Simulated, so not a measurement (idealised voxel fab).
The following process module bears the name voxel trench capacitor.
Square cells of 5 nm make up the cross-section cut, whose width is 225 nm.
A cross-section is a grid of square cells, given in bands from the top down. A band is one or more rows of cells.
What a band's entry tells you: where the top is and where the bottom is, as heights in nm, and after that what lies inside, material by material from left to right, each with its width in nm. Empty space is written as the word "empty", and a single material marked with the word "throughout" occupies the band from edge to edge.
Heights from 0 (as-received wafer is one material below). Bottom band endless downward, as "0 and below".
Note: "30..40" means the width goes from the first number (top row of the band) to the second number (bottom row) in equal steps per row of cells.
"nothing altered" means the step left every cell of the cross-section as it was.
In "Closed void entries" the enclosed voids are listed, meaning empty spaces of 8 cells or larger without any opening to the top. The form is width x height at distance, distance from the left edge, units nm.
The remark found on a step's line after its settings is issued by the simulator itself and pertains to that step.
A step line may carry the setting "overlay nm", which, for steps involving a mask, states the distance by which the mask lay to the right of its intended position; negative values denote displacement to the left.

## So here's the lineup of process steps we planned
1: op RECEIVE | material Si
2: op CONFORMAL_DEP | material SiN | thk nm 10
3: op MASKED_ETCH | tone open | mask id TRENCH | width nm 20 | pitch nm 45 | etch materials SiN | depth nm 10 | overlay nm 0
4: op MASKED_ETCH | tone open | mask id TRENCH | width nm 20 | pitch nm 45 | etch materials Si | depth nm 25 | overlay nm 0
5: op CONFORMAL_DEP | material SiO2 | thk nm 5
6: op FILL_DEP | material polySi | thk nm 5
7: op CMP | height nm 10

## Of two wafers, the first: run according to plan

## as received, after step 1
  0 and below  Si throughout
  Closed void entries: none

## Wafer after step 2 (cross-section)
  10 down to 0  SiN throughout
  Nothing below the height 0 has changed.

## Wafer after step 3 (cross-section)
  10 down to 0  55 SiN / 20 empty / 25 SiN / 20 empty / 25 SiN / 20 empty / 60 SiN
  Nothing below the height 0 has changed.

## Wafer after step 4 (cross-section)
  10 down to 0  55 SiN / 20 empty / 25 SiN / 20 empty / 25 SiN / 20 empty / 60 SiN
  0 down to -25  55 Si / 20 empty / 25 Si / 20 empty / 25 Si / 20 empty / 60 Si
  Nothing below the height -25 has changed.

## Wafer after step 5 (cross-section)
  15 down to 10  60 SiO2 / 10 empty / 35 SiO2 / 10 empty / 35 SiO2 / 10 empty / 65 SiO2
  10 down to 0  55 SiN / 5 SiO2 / 10 empty / 5 SiO2 / 25 SiN / 5 SiO2 / 10 empty / 5 SiO2 / 25 SiN / 5 SiO2 / 10 empty / 5 SiO2 / 60 SiN
  0 down to -20  55 Si / 5 SiO2 / 10 empty / 5 SiO2 / 25 Si / 5 SiO2 / 10 empty / 5 SiO2 / 25 Si / 5 SiO2 / 10 empty / 5 SiO2 / 60 Si
  -20 down to -25  55 Si / 20 SiO2 / 25 Si / 20 SiO2 / 25 Si / 20 SiO2 / 60 Si
  Nothing below the height -25 has changed.

## Wafer after step 6 (cross-section)
  20 down to 15  polySi throughout
  15 down to 10  60 SiO2 / 10 polySi / 35 SiO2 / 10 polySi / 35 SiO2 / 10 polySi / 65 SiO2
  10 down to 0  55 SiN / 5 SiO2 / 10 polySi / 5 SiO2 / 25 SiN / 5 SiO2 / 10 polySi / 5 SiO2 / 25 SiN / 5 SiO2 / 10 polySi / 5 SiO2 / 60 SiN
  0 down to -20  55 Si / 5 SiO2 / 10 polySi / 5 SiO2 / 25 Si / 5 SiO2 / 10 polySi / 5 SiO2 / 25 Si / 5 SiO2 / 10 polySi / 5 SiO2 / 60 Si
  Nothing below the height -20 has changed.

## Wafer after step 7 (cross-section)
  10 down to 0  55 SiN / 5 SiO2 / 10 polySi / 5 SiO2 / 25 SiN / 5 SiO2 / 10 polySi / 5 SiO2 / 25 SiN / 5 SiO2 / 10 polySi / 5 SiO2 / 60 SiN
  Nothing below the height 0 has changed.

## Wafer two of two - same starting point, same process plan, one mistake in execution; matches wafer one up to and including step 5

## Second wafer cross-section, taken as of the time the plan sets for step 6 to be done
  20 down to 15  SiN throughout
  15 down to 10  60 SiO2 / 10 SiN / 35 SiO2 / 10 SiN / 35 SiO2 / 10 SiN / 65 SiO2
  10 down to 0  55 SiN / 5 SiO2 / 10 SiN / 5 SiO2 / 25 SiN / 5 SiO2 / 10 SiN / 5 SiO2 / 25 SiN / 5 SiO2 / 10 SiN / 5 SiO2 / 60 SiN
  0 down to -20  55 Si / 5 SiO2 / 10 SiN / 5 SiO2 / 25 Si / 5 SiO2 / 10 SiN / 5 SiO2 / 25 Si / 5 SiO2 / 10 SiN / 5 SiO2 / 60 Si
  Nothing below the height -20 has changed.

## Second wafer cross-section, taken as of the time the plan sets for step 7 to be done
  10 down to 0  55 SiN / 5 SiO2 / 10 SiN / 5 SiO2 / 25 SiN / 5 SiO2 / 10 SiN / 5 SiO2 / 25 SiN / 5 SiO2 / 10 SiN / 5 SiO2 / 60 SiN
  Nothing below the height 0 has changed.
Run error: for step 6, the planned setting was not used; the step was instead run as op FILL_DEP | material SiN | thk nm 5
Upon completion, the second wafer contains, in terms of cells, a greater or smaller amount of certain materials than the first wafer: SiN +36 | polySi -36
